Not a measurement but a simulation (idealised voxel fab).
The name of this process module is voxel self aligned vias.
Section cut is 140 nm wide and gridded with 5 nm square cells.
Notation: cross-section as square-cell grid; stated in bands, top first, going down; one or more cell rows per band. The entry gives the band's vertical extent as a top height and a bottom height in nm, then its horizontal make-up as materials from left to right, each with a width in nm. "empty" stands for empty space; a single material marked "full width" fills the band edge to edge. The level at which height equals 0 is the one under which the wafer, as it arrives, is entirely one material. No lower edge exists for the bottom band, which continues downward and is notated as in "z 0 and below". When a width is written as two numbers, as in "30..40", the first number is the width in the top row of cells of the band and the second is the width in its bottom row, and the width changes by the same amount from each row to the next. Any step labelled "all unchanged" changed none of the cells in the cross-section. Under "Sealed cavities" you'll find the enclosed gaps, the ones with no way out to the top, that are 8 cells or bigger; each reads width x height at distance, with distance counted from the left edge, everything in nm. Step line, after settings: the simulator's comment on this step. The line of a step may include "overlay nm". On a step with a mask, this value is how far to the right of its planned place the mask lay. A negative value means the mask lay to the left.
These are the steps we planned for the process:
1 RECEIVE: material Si
2 CONFORMAL_DEP: material SiO2, thk nm 15
3 CONFORMAL_DEP: material SiCN, thk nm 5
4 DIRECTIONAL_DEP: material SiO2, thk nm 20
5 MASKED_ETCH: tone open, mask id LINES, width nm 25, pitch nm 50, etch materials SiO2, depth nm 20, overlay nm 0
6 CONFORMAL_DEP: material TiN, thk nm 5
7 FILL_DEP: material W, thk nm 10
8 CMP: height nm 40
9 SELECTIVE_ETCH: etch materials W Ru TiN, depth nm 10
10 FILL_DEP: material SiN, thk nm 5
11 CMP: height nm 40
12 DIRECTIONAL_DEP: material SiO2, thk nm 15
13 PATTERN: tone open, mask id VIAS, material resist, width nm 35, thk nm 20, overlay nm 0
14 DIRECTIONAL_ETCH: etch materials SiO2, depth nm 15
15 DIRECTIONAL_ETCH: etch materials SiN, depth nm 10
16 STRIP: etch materials resist
17 CONFORMAL_DEP: material TiN, thk nm 5
18 FILL_DEP: material Cu, thk nm 10
19 CMP: height nm 55
20 CONFORMAL_DEP: material SiN, thk nm 5
Of two wafers, the first: run according to plan:
Wafer as received: cross-section following step 1:
z 0 and below  Si full width
Sealed cavities: none
Once step 2 is through, the wafer looks like this in cross-section:
z 15 to 0  SiO2 full width
Under the height 0 nothing was changed.
Once step 3 is through, the wafer looks like this in cross-section:
z 20 to 15  SiCN full width
Under the height 15 nothing was changed.
Once step 4 is through, the wafer looks like this in cross-section:
z 40 to 20  SiO2 full width
Under the height 20 nothing was changed.
Once step 5 is through, the wafer looks like this in cross-section:
z 40 to 20  30 SiO2 / 25 empty / 25 SiO2 / 25 empty / 35 SiO2
Under the height 20 nothing was changed.
Once step 6 is through, the wafer looks like this in cross-section:
z 45 to 40  35 TiN / 15 empty / 35 TiN / 15 empty / 40 TiN
z 40 to 25  30 SiO2 / 5 TiN / 15 empty / 5 TiN / 25 SiO2 / 5 TiN / 15 empty / 5 TiN / 35 SiO2
z 25 to 20  30 SiO2 / 25 TiN / 25 SiO2 / 25 TiN / 35 SiO2
Under the height 20 nothing was changed.
Once step 7 is through, the wafer looks like this in cross-section:
z 55 to 45  W full width
z 45 to 40  35 TiN / 15 W / 35 TiN / 15 W / 40 TiN
z 40 to 25  30 SiO2 / 5 TiN / 15 W / 5 TiN / 25 SiO2 / 5 TiN / 15 W / 5 TiN / 35 SiO2
Under the height 25 nothing was changed.
Once step 8 is through, the wafer looks like this in cross-section:
z 40 to 25  30 SiO2 / 5 TiN / 15 W / 5 TiN / 25 SiO2 / 5 TiN / 15 W / 5 TiN / 35 SiO2
Under the height 25 nothing was changed.
Once step 9 is through, the wafer looks like this in cross-section:
z 40 to 30  30 SiO2 / 25 empty / 25 SiO2 / 25 empty / 35 SiO2
Under the height 30 nothing was changed.
Once step 10 is through, the wafer looks like this in cross-section:
z 45 to 40  SiN full width
z 40 to 30  30 SiO2 / 25 SiN / 25 SiO2 / 25 SiN / 35 SiO2
Under the height 30 nothing was changed.
Once step 11 is through, the wafer looks like this in cross-section:
z 40 to 30  30 SiO2 / 25 SiN / 25 SiO2 / 25 SiN / 35 SiO2
Under the height 30 nothing was changed.
Once step 12 is through, the wafer looks like this in cross-section:
z 55 to 40  SiO2 full width
Under the height 40 nothing was changed.
Once step 13 is through, the wafer looks like this in cross-section:
z 75 to 55  25 resist / 35 empty / 80 resist
Under the height 55 nothing was changed.
Once step 14 is through, the wafer looks like this in cross-section:
z 75 to 55  25 resist / 35 empty / 80 resist
z 55 to 40  25 SiO2 / 35 empty / 80 SiO2
Under the height 40 nothing was changed.
Once step 15 is through, the wafer looks like this in cross-section:
z 75 to 55  25 resist / 35 empty / 80 resist
z 55 to 40  25 SiO2 / 35 empty / 80 SiO2
z 40 to 30  30 SiO2 / 25 empty / 25 SiO2 / 25 SiN / 35 SiO2
Under the height 30 nothing was changed.
Once step 16 is through, the wafer looks like this in cross-section:
z 55 to 40  25 SiO2 / 35 empty / 80 SiO2
Under the height 40 nothing was changed.
Once step 17 is through, the wafer looks like this in cross-section:
z 60 to 55  30 TiN / 25 empty / 85 TiN
z 55 to 45  25 SiO2 / 5 TiN / 25 empty / 5 TiN / 80 SiO2
z 45 to 40  25 SiO2 / 10 TiN / 15 empty / 10 TiN / 80 SiO2
z 40 to 35  30 SiO2 / 5 TiN / 15 empty / 5 TiN / 25 SiO2 / 25 SiN / 35 SiO2
z 35 to 30  30 SiO2 / 25 TiN / 25 SiO2 / 25 SiN / 35 SiO2
Under the height 30 nothing was changed.
Once step 18 is through, the wafer looks like this in cross-section:
z 70 to 60  Cu full width
z 60 to 55  30 TiN / 25 Cu / 85 TiN
z 55 to 45  25 SiO2 / 5 TiN / 25 Cu / 5 TiN / 80 SiO2
z 45 to 40  25 SiO2 / 10 TiN / 15 Cu / 10 TiN / 80 SiO2
z 40 to 35  30 SiO2 / 5 TiN / 15 Cu / 5 TiN / 25 SiO2 / 25 SiN / 35 SiO2
Under the height 35 nothing was changed.
Once step 19 is through, the wafer looks like this in cross-section:
z 55 to 45  25 SiO2 / 5 TiN / 25 Cu / 5 TiN / 80 SiO2
Under the height 45 nothing was changed.
Once step 20 is through, the wafer looks like this in cross-section:
z 60 to 55  SiN full width
Under the height 55 nothing was changed.
The second wafer was prepared from the same starting point and under the same plan as the first; its processing contained one mistake, and it remains indistinguishable from the first wafer up to and including step 4:
Cross-section of the second wafer when, according to plan, step 5 should have finished:
z 40 to 20  35 SiO2 / 15 empty / 35 SiO2 / 15 empty / 40 SiO2
Under the height 20 nothing was changed.
Cross-section of the second wafer when, according to plan, step 6 should have finished:
z 45 to 40  40 TiN / 5 empty / 45 TiN / 5 empty / 45 TiN
z 40 to 25  35 SiO2 / 5 TiN / 5 empty / 5 TiN / 35 SiO2 / 5 TiN / 5 empty / 5 TiN / 40 SiO2
z 25 to 20  35 SiO2 / 15 TiN / 35 SiO2 / 15 TiN / 40 SiO2
Under the height 20 nothing was changed.
Cross-section of the second wafer when, according to plan, step 7 should have finished:
z 55 to 45  W full width
z 45 to 40  40 TiN / 5 W / 45 TiN / 5 W / 45 TiN
z 40 to 25  35 SiO2 / 5 TiN / 5 W / 5 TiN / 35 SiO2 / 5 TiN / 5 W / 5 TiN / 40 SiO2
Under the height 25 nothing was changed.
Cross-section of the second wafer when, according to plan, step 8 should have finished:
z 40 to 25  35 SiO2 / 5 TiN / 5 W / 5 TiN / 35 SiO2 / 5 TiN / 5 W / 5 TiN / 40 SiO2
Under the height 25 nothing was changed.
Cross-section of the second wafer when, according to plan, step 9 should have finished:
z 40 to 30  35 SiO2 / 15 empty / 35 SiO2 / 15 empty / 40 SiO2
Under the height 30 nothing was changed.
Cross-section of the second wafer when, according to plan, step 10 should have finished:
z 45 to 40  SiN full width
z 40 to 30  35 SiO2 / 15 SiN / 35 SiO2 / 15 SiN / 40 SiO2
Under the height 30 nothing was changed.
Cross-section of the second wafer when, according to plan, step 11 should have finished:
z 40 to 30  35 SiO2 / 15 SiN / 35 SiO2 / 15 SiN / 40 SiO2
Under the height 30 nothing was changed.
Cross-section of the second wafer when, according to plan, step 12 should have finished:
z 55 to 40  SiO2 full width
Under the height 40 nothing was changed.
Cross-section of the second wafer when, according to plan, step 13 should have finished:
z 75 to 55  25 resist / 35 empty / 80 resist
Under the height 55 nothing was changed.
Cross-section of the second wafer when, according to plan, step 14 should have finished:
z 75 to 55  25 resist / 35 empty / 80 resist
z 55 to 40  25 SiO2 / 35 empty / 80 SiO2
Under the height 40 nothing was changed.
Cross-section of the second wafer when, according to plan, step 15 should have finished:
z 75 to 55  25 resist / 35 empty / 80 resist
z 55 to 40  25 SiO2 / 35 empty / 80 SiO2
z 40 to 30  35 SiO2 / 15 empty / 35 SiO2 / 15 SiN / 40 SiO2
Under the height 30 nothing was changed.
Cross-section of the second wafer when, according to plan, step 16 should have finished:
z 55 to 40  25 SiO2 / 35 empty / 80 SiO2
Under the height 40 nothing was changed.
Cross-section of the second wafer when, according to plan, step 17 should have finished:
z 60 to 55  30 TiN / 25 empty / 85 TiN
z 55 to 45  25 SiO2 / 5 TiN / 25 empty / 5 TiN / 80 SiO2
z 45 to 40  25 SiO2 / 15 TiN / 5 empty / 15 TiN / 80 SiO2
z 40 to 35  35 SiO2 / 5 TiN / 5 empty / 5 TiN / 35 SiO2 / 15 SiN / 40 SiO2
z 35 to 30  35 SiO2 / 15 TiN / 35 SiO2 / 15 SiN / 40 SiO2
Under the height 30 nothing was changed.
Cross-section of the second wafer when, according to plan, step 18 should have finished:
z 70 to 60  Cu full width
z 60 to 55  30 TiN / 25 Cu / 85 TiN
z 55 to 45  25 SiO2 / 5 TiN / 25 Cu / 5 TiN / 80 SiO2
z 45 to 40  25 SiO2 / 15 TiN / 5 Cu / 15 TiN / 80 SiO2
z 40 to 35  35 SiO2 / 5 TiN / 5 Cu / 5 TiN / 35 SiO2 / 15 SiN / 40 SiO2
Under the height 35 nothing was changed.
Cross-section of the second wafer when, according to plan, step 19 should have finished:
z 55 to 45  25 SiO2 / 5 TiN / 25 Cu / 5 TiN / 80 SiO2
Under the height 45 nothing was changed.
Cross-section of the second wafer when, according to plan, step 20 should have finished:
z 60 to 55  SiN full width
Under the height 55 nothing was changed.
Here's what went sideways: off-plan run, step 5, actual operation and settings MASKED_ETCH: tone open, mask id LINES, width nm 15, pitch nm 50, etch materials SiO2, depth nm 20, overlay nm 0
Counted in cells at the end, the second wafer holds more or fewer of these materials than the first: -4 Cu; -4 SiN; +16 SiO2; -4 TiN; -4 W
